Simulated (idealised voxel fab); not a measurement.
The name of this process module is voxel ribs on slabs.
Cross-section cut spans 300 nm and uses square cells 5 nm in size.
Cross-section format: a grid of square cells, given as bands from top to bottom; each band is one or more rows of cells. Top height, bottom height, nm. Materials left to right, width each, nm. Single material + "full width" = fills band edge to edge. "air" = empty. Beneath 0, the wafer as received is one material, and that level is where height counting begins. The lowest band goes on downward without a bottom; it is written like "0..down". It should be noted that a width expressed as "30->40" varies in equal increments from row to row of cells within the band, taking the value of the first number at the top row and that of the second number at the bottom row. The cross-section has no changed cell in any step marked "nothing was modified". Entry "Closed cavity list" = empty spaces >= 8 cells with no open way to the top; each as width x height at distance, distance from left edge, all nm. It should be noted that, on the line of a given step, the content following the step's settings is a remark produced by the simulator itself with respect to that step. Each step line may optionally specify "overlay nm", which for a step with a mask gives the rightward distance between the mask's planned place and where it lay, a negative value indicating the leftward direction. Note on reading: below, each pair holds a cross-section from before one process step and one from after it; the one from after shows only down to the lowest band that changed. Beneath the pair, the step in between is stated along with its settings. The pairs can stem from different runs of this module on the same starting wafer. Where a pair's entry headed "Status quo ante" says so, and only there, that pair continues from the pair above it.
STATUS QUO ANTE
- 0..down  Si full width
- Closed cavity list: none
AS PROCESSED
- 25..0  SiO2 full width
- Lower than 0, everything is as it was.
- Closed cavity list: none
The two cross-sections above bracket this step: op DIRECTIONAL_DEP | material SiO2 | thk nm 25
Status quo ante: nothing new to draw here, it's the after view of the pair just above.
AS PROCESSED
- 40..25  SiN full width
- Lower than 25, everything is as it was.
- Closed cavity list: none
The two cross-sections above bracket this step: op DIRECTIONAL_DEP | material SiN | thk nm 15
Status quo ante: nothing new to draw here, it's the after view of the pair just above.
AS PROCESSED
- 60..40  air 135, resist 25, air 140
- Lower than 40, everything is as it was.
- Closed cavity list: none
The two cross-sections above bracket this step: op PATTERN | tone cover | mask id RIB | material resist | width nm 25 | thk nm 20 | overlay nm 0
Status quo ante: nothing new to draw here, it's the after view of the pair just above.
AS PROCESSED
- 60..40  air 135, resist 25, air 140
- 40..35  air 135, SiN 25, air 140
- Lower than 35, everything is as it was.
- Closed cavity list: none
The two cross-sections above bracket this step: op DIRECTIONAL_ETCH | etch materials SiN | depth nm 5
Status quo ante: nothing new to draw here, it's the after view of the pair just above.
AS PROCESSED
- 40..35  air 135, SiN 25, air 140
- Lower than 35, everything is as it was.
- Closed cavity list: none
The two cross-sections above bracket this step: op STRIP | etch materials resist
Status quo ante: nothing new to draw here, it's the after view of the pair just above.
AS PROCESSED
- 55..40  air 105, resist 85, air 110
- 40..35  air 105, resist 30, SiN 25, resist 30, air 110
- Lower than 35, everything is as it was.
- Closed cavity list: none
The two cross-sections above bracket this step: op PATTERN | tone cover | mask id SLAB | material resist | width nm 85 | thk nm 15 | overlay nm 0
Status quo ante: nothing new to draw here, it's the after view of the pair just above.
AS PROCESSED
- 55..40  air 105, resist 85, air 110
- 40..35  air 105, resist 30, SiN 25, resist 30, air 110
- 35..25  air 105, SiN 85, air 110
- Lower than 25, everything is as it was.
- Closed cavity list: none
The two cross-sections above bracket this step: op DIRECTIONAL_ETCH | etch materials SiN | depth nm 10
Status quo ante: nothing new to draw here, it's the after view of the pair just above.
AS PROCESSED
- 40..35  air 135, SiN 25, air 140
- Lower than 35, everything is as it was.
- Closed cavity list: none
The two cross-sections above bracket this step: op STRIP | etch materials resist
Status quo ante: nothing new to draw here, it's the after view of the pair just above.
AS PROCESSED
- 65..40  SiO2 full width
- 40..35  SiO2 135, SiN 25, SiO2 140
- 35..25  SiO2 105, SiN 85, SiO2 110
- Lower than 25, everything is as it was.
- Closed cavity list: none
The two cross-sections above bracket this step: op FILL_DEP | material SiO2 | thk nm 25
Status quo ante: nothing new to draw here, it's the after view of the pair just above.
AS PROCESSED
- 60..40  SiO2 full width
- Lower than 40, everything is as it was.
- Closed cavity list: none
The two cross-sections above bracket this step: op CMP | height nm 60
Status quo ante: nothing new to draw here, it's the after view of the pair just above.
AS PROCESSED
- 65..60  W full width
- Lower than 60, everything is as it was.
- Closed cavity list: none
The two cross-sections above bracket this step: op DIRECTIONAL_DEP | material W | thk nm 5
Status quo ante: nothing new to draw here, it's the after view of the pair just above.
AS PROCESSED
- 80..65  air 130, resist 35, air 135
- Lower than 65, everything is as it was.
- Closed cavity list: none
The two cross-sections above bracket this step: op PATTERN | tone cover | mask id HEATER | material resist | width nm 35 | thk nm 15 | overlay nm 0
Status quo ante: nothing new to draw here, it's the after view of the pair just above.
AS PROCESSED
- 80..65  air 130, resist 35, air 135
- 65..60  air 130, W 35, air 135
- Lower than 60, everything is as it was.
- Closed cavity list: none
The two cross-sections above bracket this step: op DIRECTIONAL_ETCH | etch materials W | depth nm 5
Status quo ante: nothing new to draw here, it's the after view of the pair just above.
AS PROCESSED
- 65..60  air 130, W 35, air 135
- Lower than 60, everything is as it was.
- Closed cavity list: none
The two cross-sections above bracket this step: op STRIP | etch materials resist
Status quo ante: nothing new to draw here, it's the after view of the pair just above.
AS PROCESSED
- 70..65  air 125, SiO2 45, air 130
- 65..60  SiO2 130, W 35, SiO2 135
- Lower than 60, everything is as it was.
- Closed cavity list: none
The two cross-sections above bracket this step: op CONFORMAL_DEP | material SiO2 | thk nm 5
STATUS QUO ANTE
- 25..0  SiO2 full width
- 0..down  Si full width
- Closed cavity list: none
AS PROCESSED
- 50..0  SiO2 full width
- Lower than 0, everything is as it was.
- Closed cavity list: none
The two cross-sections above bracket this step: op DIRECTIONAL_DEP | material SiO2 | thk nm 25
Status quo ante: nothing new to draw here, it's the after view of the pair just above.
AS PROCESSED
- 65..50  SiN full width
- Lower than 50, everything is as it was.
- Closed cavity list: none
The two cross-sections above bracket this step: op DIRECTIONAL_DEP | material SiN | thk nm 15
Status quo ante: nothing new to draw here, it's the after view of the pair just above.
AS PROCESSED
- 85..65  air 135, resist 25, air 140
- Lower than 65, everything is as it was.
- Closed cavity list: none
The two cross-sections above bracket this step: op PATTERN | tone cover | mask id RIB | material resist | width nm 25 | thk nm 20 | overlay nm 0
Status quo ante: nothing new to draw here, it's the after view of the pair just above.
AS PROCESSED
- 85..65  air 135, resist 25, air 140
- 65..60  air 135, SiN 25, air 140
- Lower than 60, everything is as it was.
- Closed cavity list: none
The two cross-sections above bracket this step: op DIRECTIONAL_ETCH | etch materials SiN | depth nm 5
Status quo ante: nothing new to draw here, it's the after view of the pair just above.
AS PROCESSED
- 65..60  air 135, SiN 25, air 140
- Lower than 60, everything is as it was.
- Closed cavity list: none
The two cross-sections above bracket this step: op STRIP | etch materials resist
Status quo ante: nothing new to draw here, it's the after view of the pair just above.
AS PROCESSED
- 80..65  air 105, resist 85, air 110
- 65..60  air 105, resist 30, SiN 25, resist 30, air 110
- Lower than 60, everything is as it was.
- Closed cavity list: none
The two cross-sections above bracket this step: op PATTERN | tone cover | mask id SLAB | material resist | width nm 85 | thk nm 15 | overlay nm 0
Status quo ante: nothing new to draw here, it's the after view of the pair just above.
AS PROCESSED
- 80..65  air 105, resist 85, air 110
- 65..60  air 105, resist 30, SiN 25, resist 30, air 110
- 60..50  air 105, SiN 85, air 110
- Lower than 50, everything is as it was.
- Closed cavity list: none
The two cross-sections above bracket this step: op DIRECTIONAL_ETCH | etch materials SiN | depth nm 10
Status quo ante: nothing new to draw here, it's the after view of the pair just above.
AS PROCESSED
- 65..60  air 135, SiN 25, air 140
- Lower than 60, everything is as it was.
- Closed cavity list: none
The two cross-sections above bracket this step: op STRIP | etch materials resist
Status quo ante: nothing new to draw here, it's the after view of the pair just above.
AS PROCESSED
- 90..65  SiO2 full width
- 65..60  SiO2 135, SiN 25, SiO2 140
- 60..50  SiO2 105, SiN 85, SiO2 110
- Lower than 50, everything is as it was.
- Closed cavity list: none
The two cross-sections above bracket this step: op FILL_DEP | material SiO2 | thk nm 25
Status quo ante: nothing new to draw here, it's the after view of the pair just above.
AS PROCESSED
- 60..50  SiO2 105, SiN 85, SiO2 110
- Lower than 50, everything is as it was.
- Closed cavity list: none
The two cross-sections above bracket this step: op CMP | height nm 60
Status quo ante: nothing new to draw here, it's the after view of the pair just above.
AS PROCESSED
- 65..60  W full width
- Lower than 60, everything is as it was.
- Closed cavity list: none
The two cross-sections above bracket this step: op DIRECTIONAL_DEP | material W | thk nm 5
Status quo ante: nothing new to draw here, it's the after view of the pair just above.
AS PROCESSED
- 80..65  air 130, resist 35, air 135
- Lower than 65, everything is as it was.
- Closed cavity list: none
The two cross-sections above bracket this step: op PATTERN | tone cover | mask id HEATER | material resist | width nm 35 | thk nm 15 | overlay nm 0
Status quo ante: nothing new to draw here, it's the after view of the pair just above.
AS PROCESSED
- 80..65  air 130, resist 35, air 135
- 65..60  air 130, W 35, air 135
- Lower than 60, everything is as it was.
- Closed cavity list: none
The two cross-sections above bracket this step: op DIRECTIONAL_ETCH | etch materials W | depth nm 5
Status quo ante: nothing new to draw here, it's the after view of the pair just above.
AS PROCESSED
- 65..60  air 130, W 35, air 135
- Lower than 60, everything is as it was.
- Closed cavity list: none
The two cross-sections above bracket this step: op STRIP | etch materials resist
Status quo ante: nothing new to draw here, it's the after view of the pair just above.
AS PROCESSED
- 70..65  air 125, SiO2 45, air 130
- 65..60  SiO2 130, W 35, SiO2 135
- Lower than 60, everything is as it was.
- Closed cavity list: none
The two cross-sections above bracket this step: op CONFORMAL_DEP | material SiO2 | thk nm 5
STATUS QUO ANTE
- 0..down  Si full width
- Closed cavity list: none
AS PROCESSED
- 15..0  SiN full width
- Lower than 0, everything is as it was.
- Closed cavity list: none
The two cross-sections above bracket this step: op DIRECTIONAL_DEP | material SiN | thk nm 15
Status quo ante: nothing new to draw here, it's the after view of the pair just above.
AS PROCESSED
- 40..15  SiO2 full width
- Lower than 15, everything is as it was.
- Closed cavity list: none
The two cross-sections above bracket this step: op DIRECTIONAL_DEP | material SiO2 | thk nm 25
Status quo ante: nothing new to draw here, it's the after view of the pair just above.
AS PROCESSED
- 60..40  air 135, resist 25, air 140
- Lower than 40, everything is as it was.
- Closed cavity list: none
The two cross-sections above bracket this step: op PATTERN | tone cover | mask id RIB | material resist | width nm 25 | thk nm 20 | overlay nm 0
Status quo ante: nothing new to draw here, it's the after view of the pair just above.
AS PROCESSED
- 40..15  SiO2 full width
- Lower than 15, everything is as it was.
- Closed cavity list: none
The two cross-sections above bracket this step: op STRIP | etch materials resist
Status quo ante: nothing new to draw here, it's the after view of the pair just above.
AS PROCESSED
- 55..40  air 105, resist 85, air 110
- Lower than 40, everything is as it was.
- Closed cavity list: none
The two cross-sections above bracket this step: op PATTERN | tone cover | mask id SLAB | material resist | width nm 85 | thk nm 15 | overlay nm 0
Status quo ante: nothing new to draw here, it's the after view of the pair just above.
AS PROCESSED
- 40..15  SiO2 full width
- Lower than 15, everything is as it was.
- Closed cavity list: none
The two cross-sections above bracket this step: op STRIP | etch materials resist
Status quo ante: nothing new to draw here, it's the after view of the pair just above.
AS PROCESSED
- 65..15  SiO2 full width
- Lower than 15, everything is as it was.
- Closed cavity list: none
The two cross-sections above bracket this step: op FILL_DEP | material SiO2 | thk nm 25
Status quo ante: nothing new to draw here, it's the after view of the pair just above.
AS PROCESSED
- 60..15  SiO2 full width
- Lower than 15, everything is as it was.
- Closed cavity list: none
The two cross-sections above bracket this step: op CMP | height nm 60
Status quo ante: nothing new to draw here, it's the after view of the pair just above.
AS PROCESSED
- 65..60  W full width
- Lower than 60, everything is as it was.
- Closed cavity list: none
The two cross-sections above bracket this step: op DIRECTIONAL_DEP | material W | thk nm 5
Status quo ante: nothing new to draw here, it's the after view of the pair just above.
AS PROCESSED
- 80..65  air 130, resist 35, air 135
- Lower than 65, everything is as it was.
- Closed cavity list: none
The two cross-sections above bracket this step: op PATTERN | tone cover | mask id HEATER | material resist | width nm 35 | thk nm 15 | overlay nm 0
Status quo ante: nothing new to draw here, it's the after view of the pair just above.
AS PROCESSED
- 80..65  air 130, resist 35, air 135
- 65..60  air 130, W 35, air 135
- Lower than 60, everything is as it was.
- Closed cavity list: none
The two cross-sections above bracket this step: op DIRECTIONAL_ETCH | etch materials W | depth nm 5
Status quo ante: nothing new to draw here, it's the after view of the pair just above.
AS PROCESSED
- 65..60  air 130, W 35, air 135
- Lower than 60, everything is as it was.
- Closed cavity list: none
The two cross-sections above bracket this step: op STRIP | etch materials resist
Status quo ante: nothing new to draw here, it's the after view of the pair just above.
AS PROCESSED
- 70..65  air 125, SiO2 45, air 130
- 65..60  SiO2 130, W 35, SiO2 135
- Lower than 60, everything is as it was.
- Closed cavity list: none
The two cross-sections above bracket this step: op CONFORMAL_DEP | material SiO2 | thk nm 5
STATUS QUO ANTE
- 60..40  air 135, resist 25, air 140
- 40..25  SiN full width
- 25..0  SiO2 full width
- 0..down  Si full width
- Closed cavity list: none
AS PROCESSED
- 60..40  air 135, resist 25, air 140
- 40..25  air 135, SiN 25, air 140
- Lower than 25, everything is as it was.
- Closed cavity list: none
The two cross-sections above bracket this step: op DIRECTIONAL_ETCH | etch materials SiN | depth nm 15
Status quo ante: nothing new to draw here, it's the after view of the pair just above.
AS PROCESSED
- 40..25  air 135, SiN 25, air 140
- Lower than 25, everything is as it was.
- Closed cavity list: none
The two cross-sections above bracket this step: op STRIP | etch materials resist
Status quo ante: nothing new to draw here, it's the after view of the pair just above.
AS PROCESSED
- 55..40  air 105, resist 85, air 110
- 40..25  air 105, resist 30, SiN 25, resist 30, air 110
- Lower than 25, everything is as it was.
- Closed cavity list: none
The two cross-sections above bracket this step: op PATTERN | tone cover | mask id SLAB | material resist | width nm 85 | thk nm 15 | overlay nm 0
Status quo ante: nothing new to draw here, it's the after view of the pair just above.
AS PROCESSED
- 40..25  air 135, SiN 25, air 140
- Lower than 25, everything is as it was.
- Closed cavity list: none
The two cross-sections above bracket this step: op STRIP | etch materials resist
Status quo ante: nothing new to draw here, it's the after view of the pair just above.
AS PROCESSED
- 65..40  SiO2 full width
- 40..25  SiO2 135, SiN 25, SiO2 140
- Lower than 25, everything is as it was.
- Closed cavity list: none
The two cross-sections above bracket this step: op FILL_DEP | material SiO2 | thk nm 25
Status quo ante: nothing new to draw here, it's the after view of the pair just above.
AS PROCESSED
- 60..40  SiO2 full width
- Lower than 40, everything is as it was.
- Closed cavity list: none
The two cross-sections above bracket this step: op CMP | height nm 60
Status quo ante: nothing new to draw here, it's the after view of the pair just above.
AS PROCESSED
- 65..60  W full width
- Lower than 60, everything is as it was.
- Closed cavity list: none
The two cross-sections above bracket this step: op DIRECTIONAL_DEP | material W | thk nm 5
Status quo ante: nothing new to draw here, it's the after view of the pair just above.
AS PROCESSED
- 80..65  air 130, resist 35, air 135
- Lower than 65, everything is as it was.
- Closed cavity list: none
The two cross-sections above bracket this step: op PATTERN | tone cover | mask id HEATER | material resist | width nm 35 | thk nm 15 | overlay nm 0
Status quo ante: nothing new to draw here, it's the after view of the pair just above.
AS PROCESSED
- 80..65  air 130, resist 35, air 135
- 65..60  air 130, W 35, air 135
- Lower than 60, everything is as it was.
- Closed cavity list: none
The two cross-sections above bracket this step: op DIRECTIONAL_ETCH | etch materials W | depth nm 5
Status quo ante: nothing new to draw here, it's the after view of the pair just above.
AS PROCESSED
- 65..60  air 130, W 35, air 135
- Lower than 60, everything is as it was.
- Closed cavity list: none
The two cross-sections above bracket this step: op STRIP | etch materials resist
Status quo ante: nothing new to draw here, it's the after view of the pair just above.
AS PROCESSED
- 70..65  air 125, SiO2 45, air 130
- 65..60  SiO2 130, W 35, SiO2 135
- Lower than 60, everything is as it was.
- Closed cavity list: none
The two cross-sections above bracket this step: op CONFORMAL_DEP | material SiO2 | thk nm 5
STATUS QUO ANTE
- 65..60  W full width
- 60..40  SiO2 full width
- 40..35  SiO2 135, SiN 25, SiO2 140
- 35..25  SiO2 105, SiN 85, SiO2 110
- 25..0  SiO2 full width
- 0..down  Si full width
- Closed cavity list: none
AS PROCESSED
- 80..65  air 125, resist 45, air 130
- Lower than 65, everything is as it was.
- Closed cavity list: none
The two cross-sections above bracket this step: op PATTERN | tone cover | mask id HEATER | material resist | width nm 45 | thk nm 15 | overlay nm 0
Status quo ante: nothing new to draw here, it's the after view of the pair just above.
AS PROCESSED
- 80..65  air 125, resist 45, air 130
- 65..60  air 125, W 45, air 130
- Lower than 60, everything is as it was.
- Closed cavity list: none
The two cross-sections above bracket this step: op DIRECTIONAL_ETCH | etch materials W | depth nm 5
Status quo ante: nothing new to draw here, it's the after view of the pair just above.
AS PROCESSED
- 65..60  air 125, W 45, air 130
- Lower than 60, everything is as it was.
- Closed cavity list: none
The two cross-sections above bracket this step: op STRIP | etch materials resist
Status quo ante: nothing new to draw here, it's the after view of the pair just above.
AS PROCESSED
- 70..65  air 120, SiO2 55, air 125
- 65..60  SiO2 125, W 45, SiO2 130
- Lower than 60, everything is as it was.
- Closed cavity list: none
The two cross-sections above bracket this step: op CONFORMAL_DEP | material SiO2 | thk nm 5
STATUS QUO ANTE
- 65..60  W full width
- 60..40  SiO2 full width
- 40..35  SiO2 135, SiN 25, SiO2 140
- 35..25  SiO2 105, SiN 85, SiO2 110
- 25..0  SiO2 full width
- 0..down  Si full width
- Closed cavity list: none
AS PROCESSED
- 80..65  air 125, resist 35, air 140
- Lower than 65, everything is as it was.
- Closed cavity list: none
The two cross-sections above bracket this step: op PATTERN | tone cover | mask id HEATER | material resist | width nm 35 | thk nm 15 | overlay nm -5
Status quo ante: nothing new to draw here, it's the after view of the pair just above.
AS PROCESSED
- 80..65  air 125, resist 35, air 140
- 65..60  air 125, W 35, air 140
- Lower than 60, everything is as it was.
- Closed cavity list: none
The two cross-sections above bracket this step: op DIRECTIONAL_ETCH | etch materials W | depth nm 5
Status quo ante: nothing new to draw here, it's the after view of the pair just above.
AS PROCESSED
- 65..60  air 125, W 35, air 140
- Lower than 60, everything is as it was.
- Closed cavity list: none
The two cross-sections above bracket this step: op STRIP | etch materials resist
Status quo ante: nothing new to draw here, it's the after view of the pair just above.
AS PROCESSED
- 70..65  air 120, SiO2 45, air 135
- 65..60  SiO2 125, W 35, SiO2 140
- Lower than 60, everything is as it was.
- Closed cavity list: none
The two cross-sections above bracket this step: op CONFORMAL_DEP | material SiO2 | thk nm 5
STATUS QUO ANTE
- 40..35  air 135, SiN 25, air 140
- 35..25  air 105, SiN 85, air 110
- 25..0  SiO2 full width
- 0..down  Si full width
- Closed cavity list: none
AS PROCESSED
- 65..40  W full width
- 40..35  W 135, SiN 25, W 140
- 35..25  W 105, SiN 85, W 110
- Lower than 25, everything is as it was.
- Closed cavity list: none
The two cross-sections above bracket this step: op FILL_DEP | material W | thk nm 25
Status quo ante: nothing new to draw here, it's the after view of the pair just above.
AS PROCESSED
- 60..40  W full width
- Lower than 40, everything is as it was.
- Closed cavity list: none
The two cross-sections above bracket this step: op CMP | height nm 60
Status quo ante: nothing new to draw here, it's the after view of the pair just above.
AS PROCESSED
- 65..40  W full width
- Lower than 40, everything is as it was.
- Closed cavity list: none
The two cross-sections above bracket this step: op DIRECTIONAL_DEP | material W | thk nm 5
Status quo ante: nothing new to draw here, it's the after view of the pair just above.
AS PROCESSED
- 80..65  air 130, resist 35, air 135
- Lower than 65, everything is as it was.
- Closed cavity list: none
The two cross-sections above bracket this step: op PATTERN | tone cover | mask id HEATER | material resist | width nm 35 | thk nm 15 | overlay nm 0
Status quo ante: nothing new to draw here, it's the after view of the pair just above.
AS PROCESSED
- 80..65  air 130, resist 35, air 135
- 65..60  air 130, W 35, air 135
- Lower than 60, everything is as it was.
- Closed cavity list: none
The two cross-sections above bracket this step: op DIRECTIONAL_ETCH | etch materials W | depth nm 5
Status quo ante: nothing new to draw here, it's the after view of the pair just above.
AS PROCESSED
- 65..60  air 130, W 35, air 135
- Lower than 60, everything is as it was.
- Closed cavity list: none
The two cross-sections above bracket this step: op STRIP | etch materials resist
Status quo ante: nothing new to draw here, it's the after view of the pair just above.
AS PROCESSED
- 70..65  air 125, SiO2 45, air 130
- 65..60  SiO2 130, W 35, SiO2 135
- Lower than 60, everything is as it was.
- Closed cavity list: none
The two cross-sections above bracket this step: op CONFORMAL_DEP | material SiO2 | thk nm 5
STATUS QUO ANTE
- 40..35  air 135, SiN 25, air 140
- 35..25  SiN full width
- 25..0  SiO2 full width
- 0..down  Si full width
- Closed cavity list: none
AS PROCESSED
- 55..40  resist 105, air 85, resist 110
- 40..35  resist 105, air 30, SiN 25, air 30, resist 110
- Lower than 35, everything is as it was.
- Closed cavity list: none
The two cross-sections above bracket this step: op PATTERN | tone open | mask id SLAB | material resist | width nm 85 | thk nm 15 | overlay nm 0
Status quo ante: nothing new to draw here, it's the after view of the pair just above.
AS PROCESSED
- 55..35  resist 105, air 85, resist 110
- 35..30  SiN 105, air 85, SiN 110
- 30..25  SiN 105, air 30, SiN 25, air 30, SiN 110
- Lower than 25, everything is as it was.
- Closed cavity list: none
The two cross-sections above bracket this step: op DIRECTIONAL_ETCH | etch materials SiN | depth nm 10
Status quo ante: nothing new to draw here, it's the after view of the pair just above.
AS PROCESSED
- 35..30  SiN 105, air 85, SiN 110
- Lower than 30, everything is as it was.
- Closed cavity list: none
The two cross-sections above bracket this step: op STRIP | etch materials resist
Status quo ante: nothing new to draw here, it's the after view of the pair just above.
AS PROCESSED
- 60..35  SiO2 full width
- 35..30  SiN 105, SiO2 85, SiN 110
- 30..25  SiN 105, SiO2 30, SiN 25, SiO2 30, SiN 110
- Lower than 25, everything is as it was.
- Closed cavity list: none
The two cross-sections above bracket this step: op FILL_DEP | material SiO2 | thk nm 25
Status quo ante: nothing new to draw here, it's the after view of the pair just above.
AS PROCESSED
- 65..60  W full width
- Lower than 60, everything is as it was.
- Closed cavity list: none
The two cross-sections above bracket this step: op DIRECTIONAL_DEP | material W | thk nm 5
Status quo ante: nothing new to draw here, it's the after view of the pair just above.
AS PROCESSED
- 80..65  air 130, resist 35, air 135
- Lower than 65, everything is as it was.
- Closed cavity list: none
The two cross-sections above bracket this step: op PATTERN | tone cover | mask id HEATER | material resist | width nm 35 | thk nm 15 | overlay nm 0
Status quo ante: nothing new to draw here, it's the after view of the pair just above.
AS PROCESSED
- 80..65  air 130, resist 35, air 135
- 65..60  air 130, W 35, air 135
- Lower than 60, everything is as it was.
- Closed cavity list: none
The two cross-sections above bracket this step: op DIRECTIONAL_ETCH | etch materials W | depth nm 5
Status quo ante: nothing new to draw here, it's the after view of the pair just above.
AS PROCESSED
- 65..60  air 130, W 35, air 135
- Lower than 60, everything is as it was.
- Closed cavity list: none
The two cross-sections above bracket this step: op STRIP | etch materials resist
Status quo ante: nothing new to draw here, it's the after view of the pair just above.
AS PROCESSED
- 70..65  air 125, SiO2 45, air 130
- 65..60  SiO2 130, W 35, SiO2 135
- Lower than 60, everything is as it was.
- Closed cavity list: none
The two cross-sections above bracket this step: op CONFORMAL_DEP | material SiO2 | thk nm 5
